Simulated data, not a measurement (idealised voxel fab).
process module | voxel fin reveal
cross-section cut | 215 nm wide | cells 5 nm
A cross-section is a grid of square cells, given in bands from the top down. A band is one or more rows of cells.
Each band's line starts with the height of the band's top and of its bottom, in nm. Then come its materials from left to right, each with its width in nm. One material with "throughout" fills the band from edge to edge. "air" is empty space.
Height 0 is the level under which the wafer as received is all one material. The lowest band goes on downwards, as in "0 down".
A width such as "30 to 40" changes by the same amount from each row of cells to the next, from the band's top row to its bottom row.
"no change" after a step means that no cell of the cross-section changed.
closed voids: empty space of 8 cells or more with no open way to the top, each as width x height at its distance from the left edge, in nm
after a step's settings: what the simulator itself notes on the step
overlay nm, on a step with a mask: how far to the right of its planned place the mask lay; to the left if negative
plan
1 op RECEIVE | material Si
2 op CONFORMAL_DEP | material SiN | thk nm 5
3 op PATTERN | tone cover | mask id FINS | material resist | width nm 15 | pitch nm 45 | thk nm 15 | overlay nm 0
4 op DIRECTIONAL_ETCH | etch materials SiN | depth nm 5
5 op DIRECTIONAL_ETCH | etch materials Si | depth nm 30
6 op STRIP | etch materials resist
7 op FILL_DEP | material SiO2 | thk nm 10
8 op CMP | height nm 5
9 op SELECTIVE_ETCH | etch materials SiO2 | depth nm 20
10 op STRIP | etch materials SiN
as received, after step 1
  0 down: Si throughout
  closed voids: none
first wafer at the end, as planned
  0 to -15: air 75 | Si 15 | air 30 | Si 15 | air 80
  -15 to -30: SiO2 75 | Si 15 | SiO2 30 | Si 15 | SiO2 80
  -30 down: Si throughout
  closed voids: none
second wafer at the end: like start, like plan, one mistake
  0 to -15: air 85 | Si 15 | air 30 | Si 15 | air 70
  -15 to -30: SiO2 85 | Si 15 | SiO2 30 | Si 15 | SiO2 70
  -30 down: Si throughout
  closed voids: none
what went wrong: step 3 ran as: op PATTERN | tone cover | mask id FINS | material resist | width nm 15 | pitch nm 45 | thk nm 15 | overlay nm 10
at the end the second wafer has, in cells: as many of each material as the first, in other places
